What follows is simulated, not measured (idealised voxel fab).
You're looking at the process module voxel released beams.
290 nm wide, 5 nm square cells: that's cross-section cut.
Square cells in a grid make up a cross-section in this document, and the grid is given as bands, listed from the top down, each one or more rows of cells. Top, bottom (nm), then materials left to right with widths (nm); lone material tagged "edge to edge" fills the whole band edge to edge; "air" = empty space. Height reference: 0 = level under which incoming wafer is all one material. Lowest band: no bottom, runs on downward, e.g. "0 -> down". Width "30->40": first value at the band's top row of cells, second value at its bottom row, equal change from row to row. "same as before" -> step changed no cross-section cell. You'll see "Enclosed void entries" listing empty spaces that have no way open to the top, as long as they're 8 cells or more; the notation is width x height at distance, where the distance is from the left edge, and all of it is in nm. Note: text after step settings on the step line = simulator remark on that step. For masked steps, "overlay nm" on the step line gives how far right of plan the mask actually lay; a minus sign means it lay to the left.

The process steps that were planned are listed below
1 op RECEIVE | material Si
2 op CONFORMAL_DEP | material SiN | thk nm 10
3 op DIRECTIONAL_DEP | material SiO2 | thk nm 10
4 op MASKED_ETCH | tone open | mask id ANCHOR | width nm 40 | etch materials SiO2 | depth nm 10 | overlay nm 0
5 op CONFORMAL_DEP | material TiN | thk nm 15
6 op DIRECTIONAL_DEP | material aC | thk nm 15
7 op PATTERN | tone cover | mask id BEAM | material resist | width nm 100 | thk nm 35 | overlay nm 0
8 op DIRECTIONAL_ETCH | etch materials aC | depth nm 15
9 op STRIP | etch materials resist
10 op DIRECTIONAL_ETCH | etch materials TiN | depth nm 15
11 op STRIP | etch materials aC
12 op STRIP | etch materials SiO2

The first wafer of two, processed as planned

Cross-section, incoming material, after step 1
  0 -> down | Si edge to edge
  Enclosed void entries: none

Step 2 done - wafer cross-section
  10 -> 0 | SiN edge to edge
  Note: structure below 0 unchanged.

Step 3 done - wafer cross-section
  20 -> 10 | SiO2 edge to edge
  Note: structure below 10 unchanged.

Step 4 done - wafer cross-section
  20 -> 10 | SiO2 (95), air (40), SiO2 (155)
  Note: structure below 10 unchanged.

Step 5 done - wafer cross-section
  35 -> 25 | TiN (110), air (10), TiN (170)
  25 -> 20 | TiN edge to edge
  20 -> 10 | SiO2 (95), TiN (40), SiO2 (155)
  Note: structure below 10 unchanged.

Step 6 done - wafer cross-section
  50 -> 40 | aC (110), air (10), aC (170)
  40 -> 35 | aC edge to edge
  35 -> 25 | TiN (110), aC (10), TiN (170)
  Note: structure below 25 unchanged.

Step 7 done - wafer cross-section
  85 -> 50 | air (90), resist (100), air (100)
  50 -> 40 | aC (110), resist (10), aC (170)
  Note: structure below 40 unchanged.

Step 8 done - wafer cross-section
  70 -> 50 | air (90), resist (100), air (100)
  50 -> 40 | air (90), aC (20), resist (10), aC (70), air (100)
  40 -> 35 | air (90), aC (100), air (100)
  Note: structure below 35 unchanged.

Step 9 done - wafer cross-section
  50 -> 40 | air (90), aC (20), air (10), aC (70), air (100)
  Note: structure below 40 unchanged.

Step 10 done - wafer cross-section
  50 -> 40 | air (90), aC (20), air (10), aC (70), air (100)
  40 -> 35 | air (90), aC (100), air (100)
  35 -> 25 | air (90), TiN (20), aC (10), TiN (70), air (100)
  25 -> 20 | air (90), TiN (100), air (100)
  Note: structure below 20 unchanged.

Step 11 done - wafer cross-section
  35 -> 25 | air (90), TiN (20), air (10), TiN (70), air (100)
  Note: structure below 25 unchanged.

Step 12 done - wafer cross-section
  35 -> 25 | air (90), TiN (20), air (10), TiN (70), air (100)
  25 -> 20 | air (90), TiN (100), air (100)
  20 -> 10 | air (95), TiN (40), air (155)
  Note: structure below 10 unchanged.

Companion wafer, the second of two: same beginning, same intended sequence, one mistake in carrying it out; through step 2 inclusive it tracks the first exactly

Second wafer shown in cross-section at the time step 3 was slated to end: same as before

Second wafer shown in cross-section at the time step 4 was slated to end: same as before

Second wafer shown in cross-section at the time step 5 was slated to end
  25 -> 10 | TiN edge to edge
  Note: structure below 10 unchanged.

Second wafer shown in cross-section at the time step 6 was slated to end
  40 -> 25 | aC edge to edge
  Note: structure below 25 unchanged.

Second wafer shown in cross-section at the time step 7 was slated to end
  75 -> 40 | air (90), resist (100), air (100)
  Note: structure below 40 unchanged.

Second wafer shown in cross-section at the time step 8 was slated to end
  60 -> 40 | air (90), resist (100), air (100)
  40 -> 25 | air (90), aC (100), air (100)
  Note: structure below 25 unchanged.

Second wafer shown in cross-section at the time step 9 was slated to end
  40 -> 25 | air (90), aC (100), air (100)
  Note: structure below 25 unchanged.

Second wafer shown in cross-section at the time step 10 was slated to end
  40 -> 25 | air (90), aC (100), air (100)
  25 -> 10 | air (90), TiN (100), air (100)
  Note: structure below 10 unchanged.

Second wafer shown in cross-section at the time step 11 was slated to end
  25 -> 10 | air (90), TiN (100), air (100)
  Note: structure below 10 unchanged.

Second wafer shown in cross-section at the time step 12 was slated to end: same as before
The mistake made against the process plan was this: step 3 of the plan never got run, it was skipped over
The closing comparison, in cells, has the second wafer with more or fewer of some materials than the first: TiN -12
